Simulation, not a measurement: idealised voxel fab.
Module name: voxel lift off (process module)
We display cut, a cross-section 300 nm in width whose square cells are each 5 nm.
When this document writes out a cross-section, it uses a grid of square cells and lists it as bands, beginning at the top and moving down, with a band standing for one or more rows of cells. Per band: top height and bottom height in nm, followed by the left-to-right materials and their widths in nm; "everywhere" marks a single material spanning edge to edge, "air" marks empty space. Height reference: 0 = level under which incoming wafer is all one material. Lowest band: no bottom, runs on downward, e.g. "0 down". A two-number width, for instance "30..40", indicates that the width is equal to the first number in the top row of the band and to the second number in the bottom row, and that it changes by a constant amount per row of cells. "all unchanged" means the step left every cell of the cross-section as it was. You'll see "Closed void table" listing empty spaces that have no way open to the top, as long as they're 8 cells or more; the notation is width x height at distance, where the distance is from the left edge, and all of it is in nm. What comes after the settings on a step's line is commentary from the simulator itself on that step. What "overlay nm" on a step's line means: if the step has a mask, that mask lay this far to the right of its planned place, or, when the value is negative, to the left.
[The planned process steps are enumerated hereunder]
1) RECEIVE | material Si
2) CONFORMAL_DEP | material Al2O3 | thk nm 5
3) PATTERN | tone open | mask id LINES | material resist | width nm 20 | pitch nm 45 | thk nm 15 | overlay nm 0
4) DIRECTIONAL_DEP | material Ru | thk nm 5
5) STRIP | etch materials resist
6) CONFORMAL_DEP | material SiO2 | thk nm 5
[Wafer, first of two, run as planned]
[as received, after step 1]
0 down  Si everywhere
Closed void table: none
[The wafer, seen in cross-section, after step 2]
5 to 0  Al2O3 everywhere
Heights below 0 show no change.
[The wafer, seen in cross-section, after step 3]
20 to 5  resist 95 nm | air 20 nm | resist 25 nm | air 20 nm | resist 25 nm | air 20 nm | resist 95 nm
Heights below 5 show no change.
[The wafer, seen in cross-section, after step 4]
25 to 20  Ru 95 nm | air 20 nm | Ru 25 nm | air 20 nm | Ru 25 nm | air 20 nm | Ru 95 nm
20 to 10  resist 95 nm | air 20 nm | resist 25 nm | air 20 nm | resist 25 nm | air 20 nm | resist 95 nm
10 to 5  resist 95 nm | Ru 20 nm | resist 25 nm | Ru 20 nm | resist 25 nm | Ru 20 nm | resist 95 nm
Heights below 5 show no change.
[The wafer, seen in cross-section, after step 5]
10 to 5  air 95 nm | Ru 20 nm | air 25 nm | Ru 20 nm | air 25 nm | Ru 20 nm | air 95 nm
Heights below 5 show no change.
[The wafer, seen in cross-section, after step 6]
15 to 10  air 90 nm | SiO2 30 nm | air 15 nm | SiO2 30 nm | air 15 nm | SiO2 30 nm | air 90 nm
10 to 5  SiO2 95 nm | Ru 20 nm | SiO2 25 nm | Ru 20 nm | SiO2 25 nm | Ru 20 nm | SiO2 95 nm
Heights below 5 show no change.
[Second wafer, same starting conditions and recipe as the first, one mistake in executing it, nothing differs from the first up to and including step 2]
[Cross-section of the second wafer corresponding to the planned conclusion of step 3]
20 to 5  resist 95 nm | air 25 nm | resist 20 nm | air 25 nm | resist 20 nm | air 25 nm | resist 90 nm
Heights below 5 show no change.
[Cross-section of the second wafer corresponding to the planned conclusion of step 4]
25 to 20  Ru 95 nm | air 25 nm | Ru 20 nm | air 25 nm | Ru 20 nm | air 25 nm | Ru 90 nm
20 to 10  resist 95 nm | air 25 nm | resist 20 nm | air 25 nm | resist 20 nm | air 25 nm | resist 90 nm
10 to 5  resist 95 nm | Ru 25 nm | resist 20 nm | Ru 25 nm | resist 20 nm | Ru 25 nm | resist 90 nm
Heights below 5 show no change.
[Cross-section of the second wafer corresponding to the planned conclusion of step 5]
10 to 5  air 95 nm | Ru 25 nm | air 20 nm | Ru 25 nm | air 20 nm | Ru 25 nm | air 90 nm
Heights below 5 show no change.
[Cross-section of the second wafer corresponding to the planned conclusion of step 6]
15 to 10  air 90 nm | SiO2 35 nm | air 10 nm | SiO2 35 nm | air 10 nm | SiO2 35 nm | air 85 nm
10 to 5  SiO2 95 nm | Ru 25 nm | SiO2 20 nm | Ru 25 nm | SiO2 20 nm | Ru 25 nm | SiO2 90 nm
Heights below 5 show no change.
It is concluded that the wafer was processed incorrectly with respect to the plan, in that planned and actual differ for step 3; actual: PATTERN | tone open | mask id LINES | material resist | width nm 25 | pitch nm 45 | thk nm 15 | overlay nm 0
Per the end-of-run cell counts, the second wafer holds more or fewer of some materials than the first: Ru +3
